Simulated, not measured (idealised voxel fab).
The following process module bears the name voxel self aligned contacts.
The width of the displayed cross-section, cut, is 285 nm; its cells are square, with a size of 5 nm.
How to read a cross-section here: the picture is a grid of square cells, written as bands going from the top down, and any band can span one or more rows of cells.
The entry gives the band's vertical extent as a top height and a bottom height in nm, then its horizontal make-up as materials from left to right, each with a width in nm. "empty" stands for empty space; a single material marked "all across" fills the band edge to edge.
Height reference: 0 = level under which incoming wafer is all one material. Lowest band: no bottom, runs on downward, e.g. "from 0 down".
Top row gets the first number, bottom row gets the second, and each row in between changes by the same step: that is how a band width like "30->40" works.
"everything unchanged" after a step means that no cell of the cross-section changed.
Enclosed voids (no open way to top), threshold 8 cells or more, entry "Closed void roster", notation width x height at distance, distance from left edge, nm.
Where a step's line continues beyond its settings, the continuation is a remark by the simulator itself on that step.
overlay nm: mask offset rightward from planned place, masked step; negative means leftward offset.
[The steps planned for the process are as follows]
1 RECEIVE, material Si
2 OXIDIZE, depth nm 5
3 DIRECTIONAL_DEP, material polySi, thk nm 25
4 DIRECTIONAL_DEP, material SiN, thk nm 15
5 DIRECTIONAL_DEP, material aC, thk nm 15
6 PATTERN, tone cover, mask id GATE, material resist, width nm 25, pitch nm 55, thk nm 30, overlay nm 0
7 DIRECTIONAL_ETCH, etch materials aC, depth nm 15
8 STRIP, etch materials resist
9 DIRECTIONAL_ETCH, etch materials SiN, depth nm 15
10 DIRECTIONAL_ETCH, etch materials polySi, depth nm 25
11 STRIP, etch materials aC
12 CONFORMAL_DEP, material SiN, thk nm 5
13 DIRECTIONAL_ETCH, etch materials SiN, depth nm 5
14 FILL_DEP, material SiO2, thk nm 10
15 CMP, height nm 45
16 MASKED_ETCH, tone open, mask id CONTACT, width nm 40, pitch nm 55, etch materials SiO2, depth nm 50, overlay nm 0
17 CONFORMAL_DEP, material TiN, thk nm 5
18 FILL_DEP, material W, thk nm 5
19 CMP, height nm 45
20 CONFORMAL_DEP, material SiN, thk nm 5
[Received-state cross-section, reflecting completion of step 1]
    from 0 down  Si all across
    Closed void roster: none
[One mistake in running the module, otherwise start and plan as above: cross-section at the end]
    from 50 to 45  SiN all across
    from 45 to 35  95 SiO2 | 5->10 TiN | 30->20 W | 5->10 TiN | 15 SiO2 | 5->10 TiN | 30->20 W | 5->10 TiN | 95 SiO2
    from 35 to 25  75 SiO2 | 25 SiN | 5 TiN | 20 W | 5 TiN | 25 SiN | 5 TiN | 20 W | 5 TiN | 25 SiN | 75 SiO2
    from 25 to 0  75 SiO2 | 25 polySi | 5 TiN | 20 W | 5 TiN | 25 polySi | 5 TiN | 20 W | 5 TiN | 25 polySi | 75 SiO2
    from 0 to -5  100 SiO2 | 30 TiN | 25 SiO2 | 30 TiN | 100 SiO2
    from -5 down  Si all across
    Closed void roster: none
Deviation from plan: the plan's step 12 went unexecuted, having been skipped
